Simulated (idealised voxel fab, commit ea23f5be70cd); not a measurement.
The process module presented herein is designated voxel gate over fins.
Section shown: cut. Width: 240 nm. Cell size: 5 nm, square.
Heads up, the way a cross-section reads in here is a grid of square cells, handed over as bands from the top down, with every band being one or more rows of cells.
Band: top height; bottom height; in nm. Then, left to right: material with width in nm, for each material. "everywhere": a single material spanning edge to edge. "empty": empty space.
Ref level 0: as-received wafer is one material below here. Bottom band extends down with no lower bound ("0 -> down").
Graded width ("30 to 40"): value in top row of band = first number; value in bottom row = second number; row-to-row change constant.
Where the words "remains unaltered" appear for a step, the cross-section shows no cell changed by that step; every cell remained as before.
Each empty space that has no open way to the top and spans at least 8 cells appears under "Entrapped void list" as width x height at distance, the distance counted from the left edge, all in nm.
It should be noted that, on the line of a given step, the content following the step's settings is a remark produced by the simulator itself with respect to that step.
Steps that use a mask can have "overlay nm" on their line. It says how far the mask sat to the right of where it was meant to be. Negative means to the left.
Below is the list of planned process steps
1,RECEIVE with material Si
2,CONFORMAL_DEP with material SiN, thk nm 5
3,DIRECTIONAL_DEP with material aC, thk nm 15
4,PATTERN with tone cover, mask id FINS, material resist, width nm 15, pitch nm 50, thk nm 30, overlay nm 0
5,DIRECTIONAL_ETCH with etch materials aC, depth nm 15
6,STRIP with etch materials resist
7,DIRECTIONAL_ETCH with etch materials SiN, depth nm 5
8,DIRECTIONAL_ETCH with etch materials Si, depth nm 35
9,STRIP with etch materials aC
10,OXIDIZE with depth nm 5
11,FILL_DEP with material SiO2, thk nm 15
12,CMP with height nm 5
13,DIRECTIONAL_DEP with material aC, thk nm 10
14,PATTERN with tone open, mask id RAIL, material resist, width nm 15, thk nm 30, overlay nm 0
15,DIRECTIONAL_ETCH with etch materials aC, depth nm 10
16,STRIP with etch materials resist
17,DIRECTIONAL_ETCH with etch materials SiO2, depth nm 35
18,STRIP with etch materials aC
19,CONFORMAL_DEP with material TiN, thk nm 5
20,FILL_DEP with material W, thk nm 5
21,CMP with height nm 5
22,SELECTIVE_ETCH with etch materials W Ru TiN, depth nm 25
23,FILL_DEP with material SiO2, thk nm 5
24,CMP with height nm 5
25,SELECTIVE_ETCH with etch materials SiO2, depth nm 15
26,STRIP with etch materials SiN
27,CONFORMAL_DEP with material HfO2, thk nm 5
28,CONFORMAL_DEP with material TiN, thk nm 5
29,CONFORMAL_DEP with material TiAl, thk nm 5
30,CONFORMAL_DEP with material TiN, thk nm 5
31,FILL_DEP with material W, thk nm 15
32,CMP with height nm 30
33,CONFORMAL_DEP with material SiN, thk nm 10
As received (post step 1): cross-section
0 -> down: Si everywhere
Entrapped void list: none
Result of the module, cross-sectioned: start per above, plan per above, one error in how it was run
40 -> 30: SiN everywhere
30 -> 20: W everywhere
20 -> 15: W 70 nm / TiN 45 nm / W 5 nm / TiN 45 nm / W 75 nm
15 -> 10: W 70 nm / TiN 5 nm / Ru 35 nm / TiN 5 nm / W 5 nm / TiN 5 nm / Ru 35 nm / TiN 5 nm / W 75 nm
10 -> 5: TiN 75 nm / Ru 5 nm / TiN 25 nm / Ru 5 nm / TiN 15 nm / Ru 5 nm / TiN 25 nm / Ru 5 nm / TiN 80 nm
5 -> 0: Ru 80 nm / TiN 5 nm / HfO2 15 nm / TiN 5 nm / Ru 25 nm / TiN 5 nm / HfO2 15 nm / TiN 5 nm / Ru 85 nm
0 -> -5: TiN 85 nm / HfO2 5 nm / Si 5 nm / HfO2 5 nm / TiN 35 nm / HfO2 5 nm / Si 5 nm / HfO2 5 nm / TiN 90 nm
-5 -> -10: HfO2 90 nm / Si 5 nm / HfO2 45 nm / Si 5 nm / HfO2 95 nm
-10 -> -20: SiO2 90 nm / Si 5 nm / SiO2 45 nm / Si 5 nm / SiO2 95 nm
-20 -> -25: SiO2 90 nm / Si 5 nm / SiO2 15 nm / TiN 5 nm / W 5 nm / TiN 5 nm / SiO2 15 nm / Si 5 nm / SiO2 95 nm
-25 -> -30: SiO2 90 nm / Si 5 nm / SiO2 15 nm / TiN 15 nm / SiO2 15 nm / Si 5 nm / SiO2 95 nm
-30 -> -40: SiO2 90 nm / Si 5 nm / SiO2 45 nm / Si 5 nm / SiO2 95 nm
-40 -> down: Si everywhere
Entrapped void list: none
Finding, execution versus plan: step 29 was run on a setting that differed from the plan, and what really ran there is CONFORMAL_DEP with material Ru, thk nm 5
